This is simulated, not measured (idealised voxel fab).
process module | voxel lift off
cross-section cut | 265 nm wide | cells 5 nm
A cross-section is a grid of square cells, given in bands from the top down. A band is one or more rows of cells.
Each band's line starts with the height of the band's top and of its bottom, in nm. Then come its materials from left to right, each with its width in nm. One material with "throughout" fills the band from edge to edge. "air" is empty space.
Height 0 is the level under which the wafer as received is all one material. The lowest band goes on downwards, as in "0 down".
A width such as "30 to 40" changes by the same amount from each row of cells to the next, from the band's top row to its bottom row.
"no change" after a step means that no cell of the cross-section changed.
closed voids: empty space of 8 cells or more with no open way to the top, each as width x height at its distance from the left edge, in nm
after a step's settings: what the simulator itself notes on the step
overlay nm, on a step with a mask: how far to the right of its planned place the mask lay; to the left if negative
plan
1 op RECEIVE | material Si
2 op CONFORMAL_DEP | material SiO2 | thk nm 5
3 op PATTERN | tone open | mask id LINES | material resist | width nm 20 | pitch nm 50 | thk nm 30 | overlay nm 0
4 op DIRECTIONAL_DEP | material Ru | thk nm 15
5 op STRIP | etch materials resist
6 op CONFORMAL_DEP | material SiO2 | thk nm 5
as received, after step 1
  0 down: Si throughout
  closed voids: none
a wafer at the end: this start, this plan, one mistake
  35 to 30: air 90 | SiO2 30 | air 20 | SiO2 30 | air 95
  30 to 10: air 90 | SiO2 5 | Ru 20 | SiO2 5 | air 20 | SiO2 5 | Ru 20 | SiO2 5 | air 95
  10 to 5: SiO2 95 | Ru 20 | SiO2 30 | Ru 20 | SiO2 100
  5 to 0: SiO2 throughout
  0 down: Si throughout
  closed voids: none
what went wrong: step 4 ran as: op DIRECTIONAL_DEP | material Ru | thk nm 25
